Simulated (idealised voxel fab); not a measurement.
Process module name: voxel gate over fins
Square cells of 5 nm make up the cross-section cut, whose width is 235 nm.
This document writes a cross-section as a grid whose cells are square, and gives it as bands, listed from the top down; one or more rows of cells form a band.
Heads up on the band format: heights come first, top then bottom, in nm. After that it's the materials left to right, each with its width in nm. A single material flagged "throughout" fills the whole band edge to edge, and "air" means there's empty space there.
All heights in this document are referenced to 0, defined as the level beneath which the wafer, as received, consists entirely of one material. The lowest band is not bounded below; it extends indefinitely downward and is written in the form "0 -> down".
Quick explanation for "30..40": the width changes in equal steps down the rows of cells, from the first number in the band's top row to the second number in its bottom row.
It should be understood that the words "nothing got changed", when stated for a given step, signify that the cross-section underwent no change in any of its cells during that step.
"Voids, fully enclosed": sealed empty spaces, 8 cells or more, no open way to top, listed width x height at distance, with distance from the left edge and width, height and distance in nm.
Past the settings on a step's line: simulator remark, on that step.
A step's line can hold "overlay nm"; with a mask on that step, the setting says how far right of the planned place the mask lay, while a negative setting says it lay to the left.
Heads up before you read on: it's before/after pairs around one process step each, after side only down to the lowest band that changed, step plus settings under the pair. Pairs can be from different runs of this module, same starting wafer, so only chain a pair onto the one above if its "Pre-processing view" entry says so.

[Pre-processing view]
  5 -> 0: SiO2 35 / SiN 15 / SiO2 5 / TiN 5 / W 5 / TiN 5 / SiO2 15 / SiN 15 / SiO2 35 / SiN 15 / SiO2 35 / SiN 15 / SiO2 35
  0 -> -25: SiO2 35 / Si 15 / SiO2 5 / TiN 5 / W 5 / TiN 5 / SiO2 15 / Si 15 / SiO2 35 / Si 15 / SiO2 35 / Si 15 / SiO2 35
  -25 -> -30: SiO2 35 / Si 15 / SiO2 5 / TiN 15 / SiO2 15 / Si 15 / SiO2 35 / Si 15 / SiO2 35 / Si 15 / SiO2 35
  -30 -> -35: SiO2 35 / Si 15 / SiO2 35 / Si 15 / SiO2 35 / Si 15 / SiO2 35 / Si 15 / SiO2 35
  -35 -> down: Si throughout
  Voids, fully enclosed: none

[Result of Step]
  5 -> 0: SiO2 35 / SiN 15 / SiO2 5 / air 15 / SiO2 15 / SiN 15 / SiO2 35 / SiN 15 / SiO2 35 / SiN 15 / SiO2 35
  0 -> -15: SiO2 35 / Si 15 / SiO2 5 / air 15 / SiO2 15 / Si 15 / SiO2 35 / Si 15 / SiO2 35 / Si 15 / SiO2 35
  No changes below -15.
  Voids, fully enclosed: none
Between the cross-sections above, the step performed was SELECTIVE_ETCH | etch materials W Ru TiN | depth nm 20

Pre-processing view: see preceding pair, after cross-section.

[Result of Step]
  10 -> 5: SiO2 throughout
  5 -> 0: SiO2 35 / SiN 15 / SiO2 35 / SiN 15 / SiO2 35 / SiN 15 / SiO2 35 / SiN 15 / SiO2 35
  0 -> -15: SiO2 35 / Si 15 / SiO2 35 / Si 15 / SiO2 35 / Si 15 / SiO2 35 / Si 15 / SiO2 35
  No changes below -15.
  Voids, fully enclosed: none
Between the cross-sections above, the step performed was FILL_DEP | material SiO2 | thk nm 5

Pre-processing view: see preceding pair, after cross-section.

[Result of Step]
  5 -> 0: SiO2 35 / SiN 15 / SiO2 35 / SiN 15 / SiO2 35 / SiN 15 / SiO2 35 / SiN 15 / SiO2 35
  No changes below 0.
  Voids, fully enclosed: none
Between the cross-sections above, the step performed was CMP | height nm 5

Pre-processing view: see preceding pair, after cross-section.

[Result of Step]
  5 -> 0: air 35 / SiN 15 / air 35 / SiN 15 / air 35 / SiN 15 / air 35 / SiN 15 / air 35
  0 -> -10: air 35 / Si 15 / air 35 / Si 15 / air 35 / Si 15 / air 35 / Si 15 / air 35
  No changes below -10.
  Voids, fully enclosed: none
Between the cross-sections above, the step performed was SELECTIVE_ETCH | etch materials SiO2 | depth nm 15

Pre-processing view: see preceding pair, after cross-section.

[Result of Step]
  0 -> -10: air 35 / Si 15 / air 35 / Si 15 / air 35 / Si 15 / air 35 / Si 15 / air 35
  No changes below -10.
  Voids, fully enclosed: none
Between the cross-sections above, the step performed was STRIP | etch materials SiN

Pre-processing view: see preceding pair, after cross-section.

[Result of Step]
  5 -> 0: air 30 / HfO2 25 / air 25 / HfO2 25 / air 25 / HfO2 25 / air 25 / HfO2 25 / air 30
  0 -> -5: air 30 / HfO2 5 / Si 15 / HfO2 5 / air 25 / HfO2 5 / Si 15 / HfO2 5 / air 25 / HfO2 5 / Si 15 / HfO2 5 / air 25 / HfO2 5 / Si 15 / HfO2 5 / air 30
  -5 -> -10: HfO2 35 / Si 15 / HfO2 35 / Si 15 / HfO2 35 / Si 15 / HfO2 35 / Si 15 / HfO2 35
  No changes below -10.
  Voids, fully enclosed: none
Between the cross-sections above, the step performed was CONFORMAL_DEP | material HfO2 | thk nm 5

Pre-processing view: see preceding pair, after cross-section.

[Result of Step]
  10 -> 5: air 25 / TiN 35 / air 15 / TiN 35 / air 15 / TiN 35 / air 15 / TiN 35 / air 25
  5 -> 0: air 25 / TiN 5 / HfO2 25 / TiN 5 / air 15 / TiN 5 / HfO2 25 / TiN 5 / air 15 / TiN 5 / HfO2 25 / TiN 5 / air 15 / TiN 5 / HfO2 25 / TiN 5 / air 25
  0 -> -5: TiN 30 / HfO2 5 / Si 15 / HfO2 5 / TiN 25 / HfO2 5 / Si 15 / HfO2 5 / TiN 25 / HfO2 5 / Si 15 / HfO2 5 / TiN 25 / HfO2 5 / Si 15 / HfO2 5 / TiN 30
  No changes below -5.
  Voids, fully enclosed: none
Between the cross-sections above, the step performed was CONFORMAL_DEP | material TiN | thk nm 5

Pre-processing view: see preceding pair, after cross-section.

[Result of Step]
  15 -> 10: air 20 / TiAl 45 / air 5 / TiAl 45 / air 5 / TiAl 45 / air 5 / TiAl 45 / air 20
  10 -> 5: air 20 / TiAl 5 / TiN 35 / TiAl 5 / air 5 / TiAl 5 / TiN 35 / TiAl 5 / air 5 / TiAl 5 / TiN 35 / TiAl 5 / air 5 / TiAl 5 / TiN 35 / TiAl 5 / air 20
  5 -> 0: TiAl 25 / TiN 5 / HfO2 25 / TiN 5 / TiAl 15 / TiN 5 / HfO2 25 / TiN 5 / TiAl 15 / TiN 5 / HfO2 25 / TiN 5 / TiAl 15 / TiN 5 / HfO2 25 / TiN 5 / TiAl 25
  No changes below 0.
  Voids, fully enclosed: none
Between the cross-sections above, the step performed was CONFORMAL_DEP | material TiAl | thk nm 5

Pre-processing view: see preceding pair, after cross-section.

[Result of Step]
  20 -> 15: air 15 / TiN 205 / air 15
  15 -> 10: air 15 / TiN 5 / TiAl 45 / TiN 5 / TiAl 45 / TiN 5 / TiAl 45 / TiN 5 / TiAl 45 / TiN 5 / air 15
  10 -> 5: TiN 20 / TiAl 5 / TiN 35 / TiAl 5 / TiN 5 / TiAl 5 / TiN 35 / TiAl 5 / TiN 5 / TiAl 5 / TiN 35 / TiAl 5 / TiN 5 / TiAl 5 / TiN 35 / TiAl 5 / TiN 20
  No changes below 5.
  Voids, fully enclosed: none
Between the cross-sections above, the step performed was CONFORMAL_DEP | material TiN | thk nm 5

Pre-processing view: see preceding pair, after cross-section.

[Result of Step]
  35 -> 20: W throughout
  20 -> 15: W 15 / TiN 205 / W 15
  15 -> 10: W 15 / TiN 5 / TiAl 45 / TiN 5 / TiAl 45 / TiN 5 / TiAl 45 / TiN 5 / TiAl 45 / TiN 5 / W 15
  No changes below 10.
  Voids, fully enclosed: none
Between the cross-sections above, the step performed was FILL_DEP | material W | thk nm 15

Pre-processing view: see preceding pair, after cross-section.

[Result of Step]
  30 -> 20: W throughout
  No changes below 20.
  Voids, fully enclosed: none
Between the cross-sections above, the step performed was CMP | height nm 30

Pre-processing view: see preceding pair, after cross-section.

[Result of Step]
  40 -> 30: SiCN throughout
  No changes below 30.
  Voids, fully enclosed: none
Between the cross-sections above, the step performed was CONFORMAL_DEP | material SiCN | thk nm 10

[Pre-processing view]
  15 -> 5: air 20 / TiN 45 / air 5 / TiN 45 / air 5 / TiN 45 / air 5 / TiN 45 / air 20
  5 -> 0: TiN 30 / HfO2 25 / TiN 25 / HfO2 25 / TiN 25 / HfO2 25 / TiN 25 / HfO2 25 / TiN 30
  0 -> -5: TiN 30 / HfO2 5 / Si 15 / HfO2 5 / TiN 25 / HfO2 5 / Si 15 / HfO2 5 / TiN 25 / HfO2 5 / Si 15 / HfO2 5 / TiN 25 / HfO2 5 / Si 15 / HfO2 5 / TiN 30
  -5 -> -10: HfO2 35 / Si 15 / HfO2 35 / Si 15 / HfO2 35 / Si 15 / HfO2 35 / Si 15 / HfO2 35
  -10 -> -15: SiO2 35 / Si 15 / SiO2 35 / Si 15 / SiO2 35 / Si 15 / SiO2 35 / Si 15 / SiO2 35
  -15 -> -25: SiO2 35 / Si 15 / SiO2 10 / TiN 5 / W 5 / TiN 5 / SiO2 10 / Si 15 / SiO2 35 / Si 15 / SiO2 35 / Si 15 / SiO2 35
  -25 -> -30: SiO2 35 / Si 15 / SiO2 10 / TiN 15 / SiO2 10 / Si 15 / SiO2 35 / Si 15 / SiO2 35 / Si 15 / SiO2 35
  -30 -> -35: SiO2 35 / Si 15 / SiO2 35 / Si 15 / SiO2 35 / Si 15 / SiO2 35 / Si 15 / SiO2 35
  -35 -> down: Si throughout
  Voids, fully enclosed: none

[Result of Step]
  20 -> 10: air 15 / TiN 205 / air 15
  10 -> 5: TiN throughout
  No changes below 5.
  Voids, fully enclosed: none
Between the cross-sections above, the step performed was CONFORMAL_DEP | material TiN | thk nm 5

Pre-processing view: see preceding pair, after cross-section.

[Result of Step]
  35 -> 20: W throughout
  20 -> 10: W 15 / TiN 205 / W 15
  No changes below 10.
  Voids, fully enclosed: none
Between the cross-sections above, the step performed was FILL_DEP | material W | thk nm 15

Pre-processing view: see preceding pair, after cross-section.

[Result of Step]
  30 -> 20: W throughout
  No changes below 20.
  Voids, fully enclosed: none
Between the cross-sections above, the step performed was CMP | height nm 30

Pre-processing view: see preceding pair, after cross-section.

[Result of Step]
  40 -> 30: SiCN throughout
  No changes below 30.
  Voids, fully enclosed: none
Between the cross-sections above, the step performed was CONFORMAL_DEP | material SiCN | thk nm 10

[Pre-processing view]
  15 -> 5: aC throughout
  5 -> 0: SiO2 35 / SiN 15 / SiO2 35 / SiN 15 / SiO2 35 / SiN 15 / SiO2 35 / SiN 15 / SiO2 35
  0 -> -35: SiO2 35 / Si 15 / SiO2 35 / Si 15 / SiO2 35 / Si 15 / SiO2 35 / Si 15 / SiO2 35
  -35 -> down: Si throughout
  Voids, fully enclosed: none

[Result of Step]
  45 -> 15: air 60 / resist 15 / air 160
  No changes below 15.
  Voids, fully enclosed: none
Between the cross-sections above, the step performed was PATTERN | tone cover | mask id RAIL | material resist | width nm 15 | thk nm 30 | overlay nm 0

Pre-processing view: see preceding pair, after cross-section.

[Result of Step]
  35 -> 15: air 60 / resist 15 / air 160
  15 -> 5: air 60 / aC 15 / air 160
  No changes below 5.
  Voids, fully enclosed: none
Between the cross-sections above, the step performed was DIRECTIONAL_ETCH | etch materials aC | depth nm 10

Pre-processing view: see preceding pair, after cross-section.

[Result of Step]
  15 -> 5: air 60 / aC 15 / air 160
  No changes below 5.
  Voids, fully enclosed: none
Between the cross-sections above, the step performed was STRIP | etch materials resist

Pre-processing view: see preceding pair, after cross-section.

[Result of Step]
  15 -> 5: air 60 / aC 15 / air 160
  5 -> 0: air 35 / SiN 15 / air 10 / SiO2 15 / air 10 / SiN 15 / air 35 / SiN 15 / air 35 / SiN 15 / air 35
  0 -> -30: air 35 / Si 15 / air 10 / SiO2 15 / air 10 / Si 15 / air 35 / Si 15 / air 35 / Si 15 / air 35
  No changes below -30.
  Voids, fully enclosed: none
Between the cross-sections above, the step performed was DIRECTIONAL_ETCH | etch materials SiO2 | depth nm 35

Pre-processing view: see preceding pair, after cross-section.

[Result of Step]
  5 -> 0: air 35 / SiN 15 / air 10 / SiO2 15 / air 10 / SiN 15 / air 35 / SiN 15 / air 35 / SiN 15 / air 35
  No changes below 0.
  Voids, fully enclosed: none
Between the cross-sections above, the step performed was STRIP | etch materials aC

Pre-processing view: see preceding pair, after cross-section.

[Result of Step]
  10 -> 5: air 30 / TiN 75 / air 25 / TiN 25 / air 25 / TiN 25 / air 30
  5 -> 0: air 30 / TiN 5 / SiN 15 / TiN 10 / SiO2 15 / TiN 10 / SiN 15 / TiN 5 / air 25 / TiN 5 / SiN 15 / TiN 5 / air 25 / TiN 5 / SiN 15 / TiN 5 / air 30
  0 -> -25: air 30 / TiN 5 / Si 15 / TiN 10 / SiO2 15 / TiN 10 / Si 15 / TiN 5 / air 25 / TiN 5 / Si 15 / TiN 5 / air 25 / TiN 5 / Si 15 / TiN 5 / air 30
  -25 -> -30: TiN 35 / Si 15 / TiN 10 / SiO2 15 / TiN 10 / Si 15 / TiN 35 / Si 15 / TiN 35 / Si 15 / TiN 35
  No changes below -30.
  Voids, fully enclosed: none
Between the cross-sections above, the step performed was CONFORMAL_DEP | material TiN | thk nm 5

Pre-processing view: see preceding pair, after cross-section.

[Result of Step]
  20 -> 10: W throughout
  10 -> 5: W 30 / TiN 75 / W 25 / TiN 25 / W 25 / TiN 25 / W 30
  5 -> 0: W 30 / TiN 5 / SiN 15 / TiN 10 / SiO2 15 / TiN 10 / SiN 15 / TiN 5 / W 25 / TiN 5 / SiN 15 / TiN 5 / W 25 / TiN 5 / SiN 15 / TiN 5 / W 30
  0 -> -25: W 30 / TiN 5 / Si 15 / TiN 10 / SiO2 15 / TiN 10 / Si 15 / TiN 5 / W 25 / TiN 5 / Si 15 / TiN 5 / W 25 / TiN 5 / Si 15 / TiN 5 / W 30
  No changes below -25.
  Voids, fully enclosed: none
Between the cross-sections above, the step performed was FILL_DEP | material W | thk nm 10

Pre-processing view: see preceding pair, after cross-section.

[Result of Step]
  5 -> 0: W 30 / TiN 5 / SiN 15 / TiN 10 / SiO2 15 / TiN 10 / SiN 15 / TiN 5 / W 25 / TiN 5 / SiN 15 / TiN 5 / W 25 / TiN 5 / SiN 15 / TiN 5 / W 30
  No changes below 0.
  Voids, fully enclosed: none
Between the cross-sections above, the step performed was CMP | height nm 5

Pre-processing view: see preceding pair, after cross-section.

[Result of Step]
  5 -> 0: air 35 / SiN 15 / air 10 / SiO2 15 / air 10 / SiN 15 / air 35 / SiN 15 / air 35 / SiN 15 / air 35
  0 -> -15: air 35 / Si 15 / air 10 / SiO2 15 / air 10 / Si 15 / air 35 / Si 15 / air 35 / Si 15 / air 35
  No changes below -15.
  Voids, fully enclosed: none
Between the cross-sections above, the step performed was SELECTIVE_ETCH | etch materials W Ru TiN | depth nm 20

Pre-processing view: see preceding pair, after cross-section.

[Result of Step]
  10 -> 5: SiO2 throughout
  5 -> 0: SiO2 35 / SiN 15 / SiO2 35 / SiN 15 / SiO2 35 / SiN 15 / SiO2 35 / SiN 15 / SiO2 35
  0 -> -15: SiO2 35 / Si 15 / SiO2 35 / Si 15 / SiO2 35 / Si 15 / SiO2 35 / Si 15 / SiO2 35
  No changes below -15.
  Voids, fully enclosed: none
Between the cross-sections above, the step performed was FILL_DEP | material SiO2 | thk nm 5

Pre-processing view: see preceding pair, after cross-section.

[Result of Step]
  5 -> 0: SiO2 35 / SiN 15 / SiO2 35 / SiN 15 / SiO2 35 / SiN 15 / SiO2 35 / SiN 15 / SiO2 35
  No changes below 0.
  Voids, fully enclosed: none
Between the cross-sections above, the step performed was CMP | height nm 5

Pre-processing view: see preceding pair, after cross-section.

[Result of Step]
  5 -> 0: air 35 / SiN 15 / air 35 / SiN 15 / air 35 / SiN 15 / air 35 / SiN 15 / air 35
  0 -> -10: air 35 / Si 15 / air 35 / Si 15 / air 35 / Si 15 / air 35 / Si 15 / air 35
  No changes below -10.
  Voids, fully enclosed: none
Between the cross-sections above, the step performed was SELECTIVE_ETCH | etch materials SiO2 | depth nm 15

Pre-processing view: see preceding pair, after cross-section.

[Result of Step]
  0 -> -10: air 35 / Si 15 / air 35 / Si 15 / air 35 / Si 15 / air 35 / Si 15 / air 35
  No changes below -10.
  Voids, fully enclosed: none
Between the cross-sections above, the step performed was STRIP | etch materials SiN

Pre-processing view: see preceding pair, after cross-section.

[Result of Step]
  5 -> 0: air 30 / HfO2 25 / air 25 / HfO2 25 / air 25 / HfO2 25 / air 25 / HfO2 25 / air 30
  0 -> -5: air 30 / HfO2 5 / Si 15 / HfO2 5 / air 25 / HfO2 5 / Si 15 / HfO2 5 / air 25 / HfO2 5 / Si 15 / HfO2 5 / air 25 / HfO2 5 / Si 15 / HfO2 5 / air 30
  -5 -> -10: HfO2 35 / Si 15 / HfO2 35 / Si 15 / HfO2 35 / Si 15 / HfO2 35 / Si 15 / HfO2 35
  No changes below -10.
  Voids, fully enclosed: none
Between the cross-sections above, the step performed was CONFORMAL_DEP | material HfO2 | thk nm 5

Pre-processing view: see preceding pair, after cross-section.

[Result of Step]
  10 -> 5: air 25 / TiN 35 / air 15 / TiN 35 / air 15 / TiN 35 / air 15 / TiN 35 / air 25
  5 -> 0: air 25 / TiN 5 / HfO2 25 / TiN 5 / air 15 / TiN 5 / HfO2 25 / TiN 5 / air 15 / TiN 5 / HfO2 25 / TiN 5 / air 15 / TiN 5 / HfO2 25 / TiN 5 / air 25
  0 -> -5: TiN 30 / HfO2 5 / Si 15 / HfO2 5 / TiN 25 / HfO2 5 / Si 15 / HfO2 5 / TiN 25 / HfO2 5 / Si 15 / HfO2 5 / TiN 25 / HfO2 5 / Si 15 / HfO2 5 / TiN 30
  No changes below -5.
  Voids, fully enclosed: none
Between the cross-sections above, the step performed was CONFORMAL_DEP | material TiN | thk nm 5

Pre-processing view: see preceding pair, after cross-section.

[Result of Step]
  15 -> 10: air 20 / TiAl 45 / air 5 / TiAl 45 / air 5 / TiAl 45 / air 5 / TiAl 45 / air 20
  10 -> 5: air 20 / TiAl 5 / TiN 35 / TiAl 5 / air 5 / TiAl 5 / TiN 35 / TiAl 5 / air 5 / TiAl 5 / TiN 35 / TiAl 5 / air 5 / TiAl 5 / TiN 35 / TiAl 5 / air 20
  5 -> 0: TiAl 25 / TiN 5 / HfO2 25 / TiN 5 / TiAl 15 / TiN 5 / HfO2 25 / TiN 5 / TiAl 15 / TiN 5 / HfO2 25 / TiN 5 / TiAl 15 / TiN 5 / HfO2 25 / TiN 5 / TiAl 25
  No changes below 0.
  Voids, fully enclosed: none
Between the cross-sections above, the step performed was CONFORMAL_DEP | material TiAl | thk nm 5

Pre-processing view: see preceding pair, after cross-section.

[Result of Step]
  20 -> 15: air 15 / TiN 205 / air 15
  15 -> 10: air 15 / TiN 5 / TiAl 45 / TiN 5 / TiAl 45 / TiN 5 / TiAl 45 / TiN 5 / TiAl 45 / TiN 5 / air 15
  10 -> 5: TiN 20 / TiAl 5 / TiN 35 / TiAl 5 / TiN 5 / TiAl 5 / TiN 35 / TiAl 5 / TiN 5 / TiAl 5 / TiN 35 / TiAl 5 / TiN 5 / TiAl 5 / TiN 35 / TiAl 5 / TiN 20
  No changes below 5.
  Voids, fully enclosed: none
Between the cross-sections above, the step performed was CONFORMAL_DEP | material TiN | thk nm 5

Pre-processing view: see preceding pair, after cross-section.

[Result of Step]
  35 -> 20: W throughout
  20 -> 15: W 15 / TiN 205 / W 15
  15 -> 10: W 15 / TiN 5 / TiAl 45 / TiN 5 / TiAl 45 / TiN 5 / TiAl 45 / TiN 5 / TiAl 45 / TiN 5 / W 15
  No changes below 10.
  Voids, fully enclosed: none
Between the cross-sections above, the step performed was FILL_DEP | material W | thk nm 15

Pre-processing view: see preceding pair, after cross-section.

[Result of Step]
  30 -> 20: W throughout
  No changes below 20.
  Voids, fully enclosed: none
Between the cross-sections above, the step performed was CMP | height nm 30

Pre-processing view: see preceding pair, after cross-section.

[Result of Step]
  40 -> 30: SiCN throughout
  No changes below 30.
  Voids, fully enclosed: none
Between the cross-sections above, the step performed was CONFORMAL_DEP | material SiCN | thk nm 10
